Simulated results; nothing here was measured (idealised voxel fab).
The name of this process module is voxel double patterning.
Square cell edge 5 nm, section width 210 nm, ID cut.
If you're reading a cross-section in this doc, picture square cells in a grid; it comes to you as bands, top ones listed first down to the bottom, and a band can be one or more rows of cells.
First you get the band's top height and its bottom height, in nm, and then the materials it's made of, left to right, with each width in nm. If you see a single material with "all across", that one covers the band edge to edge. "empty" is empty space.
Zero point of the height axis is 0; under it, received wafer = one material. Lowest band: continues down indefinitely, "z 0 and below".
It should be noted that a width expressed as "30 to 40" varies in equal increments from row to row of cells within the band, taking the value of the first number at the top row and that of the second number at the bottom row.
"everything unchanged" after a step means that no cell of the cross-section changed.
Listed in "Sealed void list": every empty space of 8 or more cells without an open way to the top. Form: width x height at distance, the distance being from the left edge, all in nm.
That trailing text on a step's line, after the settings, is the simulator's own remark on the step.
You can add "overlay nm" to a step's line. For a step with a mask, it describes how far the mask lay to the right of its planned position, and a negative number describes a lay to the left.

## This section lists the process steps that were planned
- 1: RECEIVE: material Si
- 2: CONFORMAL_DEP: material SiO2, thk nm 5
- 3: DIRECTIONAL_DEP: material W, thk nm 20
- 4: DIRECTIONAL_DEP: material SiN, thk nm 10
- 5: DIRECTIONAL_DEP: material aC, thk nm 10
- 6: PATTERN: tone open, mask id FIRST, material resist, width nm 15, pitch nm 50, thk nm 30, overlay nm 0
- 7: DIRECTIONAL_ETCH: etch materials aC, depth nm 10
- 8: STRIP: etch materials resist
- 9: DIRECTIONAL_ETCH: etch materials SiN, depth nm 10
- 10: STRIP: etch materials aC
- 11: DIRECTIONAL_DEP: material aC, thk nm 15
- 12: PATTERN: tone open, mask id SECOND, material resist, width nm 15, thk nm 35, overlay nm -15
- 13: DIRECTIONAL_ETCH: etch materials aC, depth nm 15
- 14: STRIP: etch materials resist
- 15: DIRECTIONAL_ETCH: etch materials SiN, depth nm 10
- 16: STRIP: etch materials aC
- 17: DIRECTIONAL_ETCH: etch materials W, depth nm 20
- 18: STRIP: etch materials SiN
Across this set of wafers, the varied parameter is the overlay nm of step 12. Starting conditions are identical for every wafer, and the plan reports the value assigned to the first wafer.

## Cross-section of the first of several received wafers, showing its state after step 1
    z 0 and below | Si all across
    Sealed void list: none

## Here is how to read the rows: every wafer has a row, and it shows the wafer at the end of the module, giving for each material how many cells were gained (+) or lost (-) since the wafer was received, then listing its closed voids
overlay nm -15; +42 SiO2; +136 W; Sealed void list: none
overlay nm -10; +42 SiO2; +132 W; Sealed void list: none
overlay nm -5; +42 SiO2; +132 W; Sealed void list: none
overlay nm 0; +42 SiO2; +132 W; Sealed void list: none
overlay nm 5; +42 SiO2; +132 W; Sealed void list: none
overlay nm 10; +42 SiO2; +132 W; Sealed void list: none
overlay nm 15; +42 SiO2; +136 W; Sealed void list: none
